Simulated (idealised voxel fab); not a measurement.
A process module follows: voxel self aligned vias.
Pictured: cross-section cut, 285 nm wide, on a grid of 5 nm square cells.
How to read a cross-section here: the picture is a grid of square cells, written as bands going from the top down, and any band can span one or more rows of cells. What a band's entry tells you: where the top is and where the bottom is, as heights in nm, and after that what lies inside, material by material from left to right, each with its width in nm. Empty space is written as the word "empty", and a single material marked with the word "throughout" occupies the band from edge to edge. Beneath 0, the wafer as received is one material, and that level is where height counting begins. The lowest band goes on downward without a bottom; it is written like "0 down". Think of "30 to 40" as a width that walks from the first number to the second as you go down the band, top row to bottom row, taking equal-sized steps from row to row. Any step labelled "nothing altered" changed none of the cells in the cross-section. "Closed void inventory" lists enclosed empty spaces (at least 8 cells, no open path upward to the top), each as width x height at distance from the left edge, in nm. Formally, on a step line, whatever follows the settings is a remark that the simulator itself makes on the step. Each step line may optionally specify "overlay nm", which for a step with a mask gives the rightward distance between the mask's planned place and where it lay, a negative value indicating the leftward direction.
## Process steps foreseen in the plan
1: RECEIVE, material Si
2: CONFORMAL_DEP, material SiO2, thk nm 15
3: CONFORMAL_DEP, material SiCN, thk nm 5
4: DIRECTIONAL_DEP, material SiO2, thk nm 25
5: DIRECTIONAL_DEP, material aC, thk nm 10
6: PATTERN, tone open, mask id LINES, material resist, width nm 20, pitch nm 55, thk nm 30, overlay nm 0
7: DIRECTIONAL_ETCH, etch materials aC, depth nm 10
8: STRIP, etch materials resist
9: DIRECTIONAL_ETCH, etch materials SiO2, depth nm 25
10: STRIP, etch materials aC
11: CONFORMAL_DEP, material TiN, thk nm 5
12: FILL_DEP, material Ru, thk nm 5
13: CMP, height nm 45
14: SELECTIVE_ETCH, etch materials W Ru TiN, depth nm 10
15: FILL_DEP, material SiN, thk nm 10
16: CMP, height nm 45
17: DIRECTIONAL_DEP, material SiO2, thk nm 20
18: PATTERN, tone open, mask id VIAS, material resist, width nm 30, pitch nm 55, thk nm 15, overlay nm 0
19: DIRECTIONAL_ETCH, etch materials SiO2, depth nm 20
20: DIRECTIONAL_ETCH, etch materials SiN, depth nm 10
21: STRIP, etch materials resist
22: CONFORMAL_DEP, material TiN, thk nm 5
23: FILL_DEP, material W, thk nm 10
24: CMP, height nm 65
25: CONFORMAL_DEP, material SiN, thk nm 5
## First of the two wafers, run per plan
## as received, after step 1
	0 down: Si throughout
	Closed void inventory: none
## Cross-section through the wafer, step 2 finished
	15 to 0: SiO2 throughout
	Note: structure below 0 unchanged.
## Cross-section through the wafer, step 3 finished
	20 to 15: SiCN throughout
	Note: structure below 15 unchanged.
## Cross-section through the wafer, step 4 finished
	45 to 20: SiO2 throughout
	Note: structure below 20 unchanged.
## Cross-section through the wafer, step 5 finished
	55 to 45: aC throughout
	Note: structure below 45 unchanged.
## Cross-section through the wafer, step 6 finished
	85 to 55: 75 of resist, then 20 of empty, then 35 of resist, then 20 of empty, then 35 of resist, then 20 of empty, then 80 of resist
	Note: structure below 55 unchanged.
## Cross-section through the wafer, step 7 finished
	75 to 55: 75 of resist, then 20 of empty, then 35 of resist, then 20 of empty, then 35 of resist, then 20 of empty, then 80 of resist
	55 to 45: 75 of aC, then 20 of empty, then 35 of aC, then 20 of empty, then 35 of aC, then 20 of empty, then 80 of aC
	Note: structure below 45 unchanged.
## Cross-section through the wafer, step 8 finished
	55 to 45: 75 of aC, then 20 of empty, then 35 of aC, then 20 of empty, then 35 of aC, then 20 of empty, then 80 of aC
	Note: structure below 45 unchanged.
## Cross-section through the wafer, step 9 finished
	55 to 45: 75 of aC, then 20 of empty, then 35 of aC, then 20 of empty, then 35 of aC, then 20 of empty, then 80 of aC
	45 to 20: 75 of SiO2, then 20 of empty, then 35 of SiO2, then 20 of empty, then 35 of SiO2, then 20 of empty, then 80 of SiO2
	Note: structure below 20 unchanged.
## Cross-section through the wafer, step 10 finished
	45 to 20: 75 of SiO2, then 20 of empty, then 35 of SiO2, then 20 of empty, then 35 of SiO2, then 20 of empty, then 80 of SiO2
	Note: structure below 20 unchanged.
## Cross-section through the wafer, step 11 finished
	50 to 45: 80 of TiN, then 10 of empty, then 45 of TiN, then 10 of empty, then 45 of TiN, then 10 of empty, then 85 of TiN
	45 to 25: 75 of SiO2, then 5 of TiN, then 10 of empty, then 5 of TiN, then 35 of SiO2, then 5 of TiN, then 10 of empty, then 5 of TiN, then 35 of SiO2, then 5 of TiN, then 10 of empty, then 5 of TiN, then 80 of SiO2
	25 to 20: 75 of SiO2, then 20 of TiN, then 35 of SiO2, then 20 of TiN, then 35 of SiO2, then 20 of TiN, then 80 of SiO2
	Note: structure below 20 unchanged.
## Cross-section through the wafer, step 12 finished
	55 to 50: Ru throughout
	50 to 45: 80 of TiN, then 10 of Ru, then 45 of TiN, then 10 of Ru, then 45 of TiN, then 10 of Ru, then 85 of TiN
	45 to 25: 75 of SiO2, then 5 of TiN, then 10 of Ru, then 5 of TiN, then 35 of SiO2, then 5 of TiN, then 10 of Ru, then 5 of TiN, then 35 of SiO2, then 5 of TiN, then 10 of Ru, then 5 of TiN, then 80 of SiO2
	Note: structure below 25 unchanged.
## Cross-section through the wafer, step 13 finished
	45 to 25: 75 of SiO2, then 5 of TiN, then 10 of Ru, then 5 of TiN, then 35 of SiO2, then 5 of TiN, then 10 of Ru, then 5 of TiN, then 35 of SiO2, then 5 of TiN, then 10 of Ru, then 5 of TiN, then 80 of SiO2
	Note: structure below 25 unchanged.
## Cross-section through the wafer, step 14 finished
	45 to 35: 75 of SiO2, then 20 of empty, then 35 of SiO2, then 20 of empty, then 35 of SiO2, then 20 of empty, then 80 of SiO2
	Note: structure below 35 unchanged.
## Cross-section through the wafer, step 15 finished
	55 to 45: SiN throughout
	45 to 35: 75 of SiO2, then 20 of SiN, then 35 of SiO2, then 20 of SiN, then 35 of SiO2, then 20 of SiN, then 80 of SiO2
	Note: structure below 35 unchanged.
## Cross-section through the wafer, step 16 finished
	45 to 35: 75 of SiO2, then 20 of SiN, then 35 of SiO2, then 20 of SiN, then 35 of SiO2, then 20 of SiN, then 80 of SiO2
	Note: structure below 35 unchanged.
## Cross-section through the wafer, step 17 finished
	65 to 45: SiO2 throughout
	Note: structure below 45 unchanged.
## Cross-section through the wafer, step 18 finished
	80 to 65: 70 of resist, then 30 of empty, then 25 of resist, then 30 of empty, then 25 of resist, then 30 of empty, then 75 of resist
	Note: structure below 65 unchanged.
## Cross-section through the wafer, step 19 finished
	80 to 65: 70 of resist, then 30 of empty, then 25 of resist, then 30 of empty, then 25 of resist, then 30 of empty, then 75 of resist
	65 to 45: 70 of SiO2, then 30 of empty, then 25 of SiO2, then 30 of empty, then 25 of SiO2, then 30 of empty, then 75 of SiO2
	Note: structure below 45 unchanged.
## Cross-section through the wafer, step 20 finished
	80 to 65: 70 of resist, then 30 of empty, then 25 of resist, then 30 of empty, then 25 of resist, then 30 of empty, then 75 of resist
	65 to 45: 70 of SiO2, then 30 of empty, then 25 of SiO2, then 30 of empty, then 25 of SiO2, then 30 of empty, then 75 of SiO2
	45 to 35: 75 of SiO2, then 20 of empty, then 35 of SiO2, then 20 of empty, then 35 of SiO2, then 20 of empty, then 80 of SiO2
	Note: structure below 35 unchanged.
## Cross-section through the wafer, step 21 finished
	65 to 45: 70 of SiO2, then 30 of empty, then 25 of SiO2, then 30 of empty, then 25 of SiO2, then 30 of empty, then 75 of SiO2
	Note: structure below 45 unchanged.
## Cross-section through the wafer, step 22 finished
	70 to 65: 75 of TiN, then 20 of empty, then 35 of TiN, then 20 of empty, then 35 of TiN, then 20 of empty, then 80 of TiN
	65 to 50: 70 of SiO2, then 5 of TiN, then 20 of empty, then 5 of TiN, then 25 of SiO2, then 5 of TiN, then 20 of empty, then 5 of TiN, then 25 of SiO2, then 5 of TiN, then 20 of empty, then 5 of TiN, then 75 of SiO2
	50 to 40: 70 to 75 of SiO2, then 10 to 5 of TiN, then 10 of empty, then 10 to 5 of TiN, then 25 to 35 of SiO2, then 10 to 5 of TiN, then 10 of empty, then 10 to 5 of TiN, then 25 to 35 of SiO2, then 10 to 5 of TiN, then 10 of empty, then 10 to 5 of TiN, then 75 to 80 of SiO2
	40 to 35: 75 of SiO2, then 20 of TiN, then 35 of SiO2, then 20 of TiN, then 35 of SiO2, then 20 of TiN, then 80 of SiO2
	Note: structure below 35 unchanged.
## Cross-section through the wafer, step 23 finished
	80 to 70: W throughout
	70 to 65: 75 of TiN, then 20 of W, then 35 of TiN, then 20 of W, then 35 of TiN, then 20 of W, then 80 of TiN
	65 to 50: 70 of SiO2, then 5 of TiN, then 20 of W, then 5 of TiN, then 25 of SiO2, then 5 of TiN, then 20 of W, then 5 of TiN, then 25 of SiO2, then 5 of TiN, then 20 of W, then 5 of TiN, then 75 of SiO2
	50 to 40: 70 to 75 of SiO2, then 10 to 5 of TiN, then 10 of W, then 10 to 5 of TiN, then 25 to 35 of SiO2, then 10 to 5 of TiN, then 10 of W, then 10 to 5 of TiN, then 25 to 35 of SiO2, then 10 to 5 of TiN, then 10 of W, then 10 to 5 of TiN, then 75 to 80 of SiO2
	Note: structure below 40 unchanged.
## Cross-section through the wafer, step 24 finished
	65 to 50: 70 of SiO2, then 5 of TiN, then 20 of W, then 5 of TiN, then 25 of SiO2, then 5 of TiN, then 20 of W, then 5 of TiN, then 25 of SiO2, then 5 of TiN, then 20 of W, then 5 of TiN, then 75 of SiO2
	Note: structure below 50 unchanged.
## Cross-section through the wafer, step 25 finished
	70 to 65: SiN throughout
	Note: structure below 65 unchanged.
## The Second Wafer: Common Origin and Plan, One Mistake in Execution, Identical to the First Through Step 2
The second wafer cut through, at the time step 3 was supposed to be finished: nothing altered
## The second wafer cut through, at the time step 4 was supposed to be finished
	40 to 0: SiO2 throughout
	Note: structure below 0 unchanged.
## The second wafer cut through, at the time step 5 was supposed to be finished
	50 to 40: aC throughout
	Note: structure below 40 unchanged.
## The second wafer cut through, at the time step 6 was supposed to be finished
	80 to 50: 75 of resist, then 20 of empty, then 35 of resist, then 20 of empty, then 35 of resist, then 20 of empty, then 80 of resist
	Note: structure below 50 unchanged.
## The second wafer cut through, at the time step 7 was supposed to be finished
	70 to 50: 75 of resist, then 20 of empty, then 35 of resist, then 20 of empty, then 35 of resist, then 20 of empty, then 80 of resist
	50 to 40: 75 of aC, then 20 of empty, then 35 of aC, then 20 of empty, then 35 of aC, then 20 of empty, then 80 of aC
	Note: structure below 40 unchanged.
## The second wafer cut through, at the time step 8 was supposed to be finished
	50 to 40: 75 of aC, then 20 of empty, then 35 of aC, then 20 of empty, then 35 of aC, then 20 of empty, then 80 of aC
	Note: structure below 40 unchanged.
## The second wafer cut through, at the time step 9 was supposed to be finished
	50 to 40: 75 of aC, then 20 of empty, then 35 of aC, then 20 of empty, then 35 of aC, then 20 of empty, then 80 of aC
	40 to 15: 75 of SiO2, then 20 of empty, then 35 of SiO2, then 20 of empty, then 35 of SiO2, then 20 of empty, then 80 of SiO2
	Note: structure below 15 unchanged.
## The second wafer cut through, at the time step 10 was supposed to be finished
	40 to 15: 75 of SiO2, then 20 of empty, then 35 of SiO2, then 20 of empty, then 35 of SiO2, then 20 of empty, then 80 of SiO2
	Note: structure below 15 unchanged.
## The second wafer cut through, at the time step 11 was supposed to be finished
	45 to 40: 80 of TiN, then 10 of empty, then 45 of TiN, then 10 of empty, then 45 of TiN, then 10 of empty, then 85 of TiN
	40 to 20: 75 of SiO2, then 5 of TiN, then 10 of empty, then 5 of TiN, then 35 of SiO2, then 5 of TiN, then 10 of empty, then 5 of TiN, then 35 of SiO2, then 5 of TiN, then 10 of empty, then 5 of TiN, then 80 of SiO2
	20 to 15: 75 of SiO2, then 20 of TiN, then 35 of SiO2, then 20 of TiN, then 35 of SiO2, then 20 of TiN, then 80 of SiO2
	Note: structure below 15 unchanged.
## The second wafer cut through, at the time step 12 was supposed to be finished
	50 to 45: Ru throughout
	45 to 40: 80 of TiN, then 10 of Ru, then 45 of TiN, then 10 of Ru, then 45 of TiN, then 10 of Ru, then 85 of TiN
	40 to 20: 75 of SiO2, then 5 of TiN, then 10 of Ru, then 5 of TiN, then 35 of SiO2, then 5 of TiN, then 10 of Ru, then 5 of TiN, then 35 of SiO2, then 5 of TiN, then 10 of Ru, then 5 of TiN, then 80 of SiO2
	Note: structure below 20 unchanged.
## The second wafer cut through, at the time step 13 was supposed to be finished
	45 to 40: 80 of TiN, then 10 of Ru, then 45 of TiN, then 10 of Ru, then 45 of TiN, then 10 of Ru, then 85 of TiN
	Note: structure below 40 unchanged.
## The second wafer cut through, at the time step 14 was supposed to be finished
	40 to 35: 75 of SiO2, then 20 of empty, then 35 of SiO2, then 20 of empty, then 35 of SiO2, then 20 of empty, then 80 of SiO2
	Note: structure below 35 unchanged.
## The second wafer cut through, at the time step 15 was supposed to be finished
	50 to 40: SiN throughout
	40 to 35: 75 of SiO2, then 20 of SiN, then 35 of SiO2, then 20 of SiN, then 35 of SiO2, then 20 of SiN, then 80 of SiO2
	Note: structure below 35 unchanged.
## The second wafer cut through, at the time step 16 was supposed to be finished
	45 to 40: SiN throughout
	Note: structure below 40 unchanged.
## The second wafer cut through, at the time step 17 was supposed to be finished
	65 to 45: SiO2 throughout
	Note: structure below 45 unchanged.
## The second wafer cut through, at the time step 18 was supposed to be finished
	80 to 65: 70 of resist, then 30 of empty, then 25 of resist, then 30 of empty, then 25 of resist, then 30 of empty, then 75 of resist
	Note: structure below 65 unchanged.
## The second wafer cut through, at the time step 19 was supposed to be finished
	80 to 65: 70 of resist, then 30 of empty, then 25 of resist, then 30 of empty, then 25 of resist, then 30 of empty, then 75 of resist
	65 to 45: 70 of SiO2, then 30 of empty, then 25 of SiO2, then 30 of empty, then 25 of SiO2, then 30 of empty, then 75 of SiO2
	Note: structure below 45 unchanged.
## The second wafer cut through, at the time step 20 was supposed to be finished
	80 to 65: 70 of resist, then 30 of empty, then 25 of resist, then 30 of empty, then 25 of resist, then 30 of empty, then 75 of resist
	65 to 45: 70 of SiO2, then 30 of empty, then 25 of SiO2, then 30 of empty, then 25 of SiO2, then 30 of empty, then 75 of SiO2
	45 to 40: 70 of SiN, then 30 of empty, then 25 of SiN, then 30 of empty, then 25 of SiN, then 30 of empty, then 75 of SiN
	40 to 35: 75 of SiO2, then 20 of empty, then 35 of SiO2, then 20 of empty, then 35 of SiO2, then 20 of empty, then 80 of SiO2
	Note: structure below 35 unchanged.
## The second wafer cut through, at the time step 21 was supposed to be finished
	65 to 45: 70 of SiO2, then 30 of empty, then 25 of SiO2, then 30 of empty, then 25 of SiO2, then 30 of empty, then 75 of SiO2
	Note: structure below 45 unchanged.
## The second wafer cut through, at the time step 22 was supposed to be finished
	70 to 65: 75 of TiN, then 20 of empty, then 35 of TiN, then 20 of empty, then 35 of TiN, then 20 of empty, then 80 of TiN
	65 to 45: 70 of SiO2, then 5 of TiN, then 20 of empty, then 5 of TiN, then 25 of SiO2, then 5 of TiN, then 20 of empty, then 5 of TiN, then 25 of SiO2, then 5 of TiN, then 20 of empty, then 5 of TiN, then 75 of SiO2
	45 to 40: 70 of SiN, then 10 of TiN, then 10 of empty, then 10 of TiN, then 25 of SiN, then 10 of TiN, then 10 of empty, then 10 of TiN, then 25 of SiN, then 10 of TiN, then 10 of empty, then 10 of TiN, then 75 of SiN
	40 to 35: 75 of SiO2, then 20 of TiN, then 35 of SiO2, then 20 of TiN, then 35 of SiO2, then 20 of TiN, then 80 of SiO2
	Note: structure below 35 unchanged.
## The second wafer cut through, at the time step 23 was supposed to be finished
	80 to 70: W throughout
	70 to 65: 75 of TiN, then 20 of W, then 35 of TiN, then 20 of W, then 35 of TiN, then 20 of W, then 80 of TiN
	65 to 45: 70 of SiO2, then 5 of TiN, then 20 of W, then 5 of TiN, then 25 of SiO2, then 5 of TiN, then 20 of W, then 5 of TiN, then 25 of SiO2, then 5 of TiN, then 20 of W, then 5 of TiN, then 75 of SiO2
	45 to 40: 70 of SiN, then 10 of TiN, then 10 of W, then 10 of TiN, then 25 of SiN, then 10 of TiN, then 10 of W, then 10 of TiN, then 25 of SiN, then 10 of TiN, then 10 of W, then 10 of TiN, then 75 of SiN
	Note: structure below 40 unchanged.
## The second wafer cut through, at the time step 24 was supposed to be finished
	65 to 45: 70 of SiO2, then 5 of TiN, then 20 of W, then 5 of TiN, then 25 of SiO2, then 5 of TiN, then 20 of W, then 5 of TiN, then 25 of SiO2, then 5 of TiN, then 20 of W, then 5 of TiN, then 75 of SiO2
	Note: structure below 45 unchanged.
## The second wafer cut through, at the time step 25 was supposed to be finished
	70 to 65: SiN throughout
	Note: structure below 65 unchanged.
The mistake made against the process plan was this: step 3 of the plan was excluded from execution and never run
The second wafer ends with more or fewer cells of some materials than the first, per final count: Ru: 6 more; SiCN: 57 fewer; SiN: 39 more; TiN: 6 more; W: 6 more
